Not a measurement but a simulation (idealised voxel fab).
The following process module bears the name voxel wiring stack.
Square cell edge 5 nm, section width 250 nm, ID cut.
In this document a cross-section is written as a grid of square cells. It is given as a series of bands, listed from the top down, and a band is one or more rows of cells. It is stipulated that each band's entry specify, in nanometres, the height of the top of the band and then that of its bottom, followed by the materials of the band in left-to-right sequence, each together with its width in nanometres. A single material marked by the word "all across" is understood to fill the band from edge to edge; the word "empty" is understood to denote empty space. Heights are expressed relative to 0, this being the level below which the as-received wafer comprises one material exclusively. The lowest band is unbounded in the downward direction and is denoted as in "0 and below". Per-row width for "30..40": begins at first number (top row of band), ends at second number (bottom row), increment between rows held constant. The designation "no change", where it is given for a processing step, indicates that no cell of the cross-section was altered in the course of that step. This entry, "Entrapped voids", enumerates those empty regions of no fewer than 8 cells that possess no open connection to the top. Each region is reported in the form width x height at distance, the distance being taken from the left edge, with all three quantities expressed in nm. The remark found on a step's line after its settings is issued by the simulator itself and pertains to that step. The setting "overlay nm" may be written on the line of a step. When the step uses a mask, the value reports how far to the right of the planned place the mask lay, and a negative value reports that it lay to the left.

## The steps planned for the process are as follows
| 1 | RECEIVE: material Si |
| 2 | CONFORMAL_DEP: material SiO2, thk nm 10 |
| 3 | CONFORMAL_DEP: material SiN, thk nm 5 |
| 4 | DIRECTIONAL_DEP: material SiO2, thk nm 20 |
| 5 | DIRECTIONAL_DEP: material aC, thk nm 10 |
| 6 | PATTERN: tone open, mask id METAL_1, material resist, width nm 20, pitch nm 40, thk nm 25, overlay nm 0 |
| 7 | DIRECTIONAL_ETCH: etch materials aC, depth nm 10 |
| 8 | STRIP: etch materials resist |
| 9 | DIRECTIONAL_ETCH: etch materials SiO2, depth nm 20 |
| 10 | DIRECTIONAL_ETCH: etch materials SiN, depth nm 5 |
| 11 | STRIP: etch materials aC |
| 12 | CONFORMAL_DEP: material TiN, thk nm 5 |
| 13 | FILL_DEP: material Cu, thk nm 5 |
| 14 | CMP: height nm 35 |
| 15 | CONFORMAL_DEP: material SiCN, thk nm 5 |
| 16 | DIRECTIONAL_DEP: material lowk, thk nm 30 |
| 17 | MASKED_ETCH: tone open, mask id METAL_2, width nm 20, pitch nm 40, etch materials lowk, depth nm 20, overlay nm 0 |
| 18 | PATTERN: tone open, mask id METAL_2_HOLES, material resist, width nm 15, pitch nm 40, thk nm 20, overlay nm 0 |
| 19 | DIRECTIONAL_ETCH: etch materials lowk, depth nm 10 |
| 20 | DIRECTIONAL_ETCH: etch materials SiCN, depth nm 5 |
| 21 | STRIP: etch materials resist |
| 22 | CONFORMAL_DEP: material TiN, thk nm 5 |
| 23 | FILL_DEP: material Cu, thk nm 10 |
| 24 | CMP: height nm 70 |
| 25 | CONFORMAL_DEP: material SiCN, thk nm 5 |
| 26 | DIRECTIONAL_DEP: material lowk, thk nm 10 |
| 27 | DIRECTIONAL_DEP: material aC, thk nm 15 |
| 28 | PATTERN: tone open, mask id PLUG_2, material resist, width nm 15, thk nm 35, overlay nm 0 |
| 29 | DIRECTIONAL_ETCH: etch materials aC, depth nm 15 |
| 30 | STRIP: etch materials resist |
| 31 | DIRECTIONAL_ETCH: etch materials lowk, depth nm 10 |
| 32 | DIRECTIONAL_ETCH: etch materials SiCN, depth nm 5 |
| 33 | STRIP: etch materials aC |
| 34 | EPI: material Ru, thk nm 10 |
| 35 | EPI: material Ru, thk nm 5 |
| 36 | CONFORMAL_DEP: material SiCN, thk nm 5 |
| 37 | DIRECTIONAL_DEP: material lowk, thk nm 20 |
| 38 | PATTERN: tone open, mask id METAL_3, material resist, width nm 20, pitch nm 40, thk nm 15, overlay nm 0 |
| 39 | DIRECTIONAL_ETCH: etch materials lowk, depth nm 20 |
| 40 | DIRECTIONAL_ETCH: etch materials SiCN, depth nm 5 |
| 41 | STRIP: etch materials resist |
| 42 | CONFORMAL_DEP: material TiN, thk nm 5 |
| 43 | FILL_DEP: material Cu, thk nm 5 |
| 44 | CMP: height nm 110 |
| 45 | EPI: material Ru, thk nm 5 |
| 46 | FILL_DEP: material SiCN, thk nm 5 |
| 47 | DIRECTIONAL_DEP: material SiO2, thk nm 10 |
| 48 | DIRECTIONAL_DEP: material aC, thk nm 10 |
| 49 | PATTERN: tone open, mask id PLUG_3, material resist, width nm 15, pitch nm 40, thk nm 30, overlay nm 0 |
| 50 | DIRECTIONAL_ETCH: etch materials aC, depth nm 10 |
| 51 | STRIP: etch materials resist |
| 52 | DIRECTIONAL_ETCH: etch materials SiO2, depth nm 10 |
| 53 | DIRECTIONAL_ETCH: etch materials SiCN, depth nm 5 |
| 54 | STRIP: etch materials aC |
| 55 | EPI: material Ru, thk nm 10 |
| 56 | EPI: material Ru, thk nm 5 |
| 57 | CONFORMAL_DEP: material SiN, thk nm 5 |
| 58 | DIRECTIONAL_DEP: material SiO2, thk nm 15 |
| 59 | MASKED_ETCH: tone open, mask id METAL_4, width nm 20, pitch nm 40, etch materials SiO2, depth nm 15, overlay nm 0 |
| 60 | MASKED_ETCH: tone open, mask id METAL_4, width nm 20, pitch nm 40, etch materials SiN, depth nm 5, overlay nm 0 |
| 61 | CONFORMAL_DEP: material TiN, thk nm 5 |
| 62 | FILL_DEP: material W, thk nm 10 |
| 63 | CMP: height nm 150 |
| 64 | EPI: material Ru, thk nm 5 |
| 65 | FILL_DEP: material SiCN, thk nm 5 |

## Cross-section of the wafer at receipt, which is the condition after step 1
* 0 and below: Si all across
* Entrapped voids: none

## The cross-section shown corresponds to the wafer at the conclusion of the module. The initial structure and the process plan are those presented above; however, one mistake occurred in executing the plan
* 175 down to 170: SiCN all across
* 170 down to 165: Ru all across
* 165 down to 155: W all across
* 155 down to 150: 100 of TiN; 10 of W; 30 of TiN; 10 of W; 100 of TiN
* 150 down to 135: 95 of SiO2; 5 of TiN; 10 of W; 5 of TiN; 20 of SiO2; 5 of TiN; 10 of W; 5 of TiN; 95 of SiO2
* 135 down to 130: 95 of SiN; 20 of TiN; 20 of SiN; 20 of TiN; 95 of SiN
* 130 down to 120: 95 of SiO2; 15 of Ru; 25 of SiO2; 15 of Ru; 100 of SiO2
* 120 down to 110: 95..90 of SiCN; 15..30 of Ru; 25..10 of SiCN; 15..30 of Ru; 100..90 of SiCN
* 110 down to 90: 95 of lowk; 5 of TiN; 10 of Cu; 5 of TiN; 20 of lowk; 5 of TiN; 10 of Cu; 5 of TiN; 95 of lowk
* 90 down to 85: 95 of SiCN; 20 of TiN; 20 of SiCN; 20 of TiN; 95 of SiCN
* 85 down to 75: 95 of lowk; 15 of Ru; 140 of lowk
* 75 down to 70: 95 of SiCN; 15 of Ru; 140 of SiCN
* 70 down to 55: 95 of lowk; 5 of TiN; 10 of Cu; 5 of TiN; 20 of lowk; 5 of TiN; 10 of Cu; 5 of TiN; 95 of lowk
* 55 down to 50: 95 of lowk; 5 of TiN; 5 of Cu; 10 of TiN; 20 of lowk; 5 of TiN; 5 of Cu; 10 of TiN; 95 of lowk
* 50 down to 40: 95 of lowk; 5 of TiN; 5 of Cu; 5 of TiN; 25 of lowk; 5 of TiN; 5 of Cu; 5 of TiN; 100 of lowk
* 40 down to 35: 95 of SiCN; 15 of TiN; 25 of SiCN; 15 of TiN; 100 of SiCN
* 35 down to 15: 95 of SiO2; 5 of TiN; 10 of Cu; 5 of TiN; 20 of SiO2; 5 of TiN; 10 of Cu; 5 of TiN; 95 of SiO2
* 15 down to 10: 95 of SiN; 20 of TiN; 20 of SiN; 20 of TiN; 95 of SiN
* 10 down to 0: SiO2 all across
* 0 and below: Si all across
* Entrapped voids: none
The mistake made against the process plan was this: step 63 was dropped from the plan's execution and never run
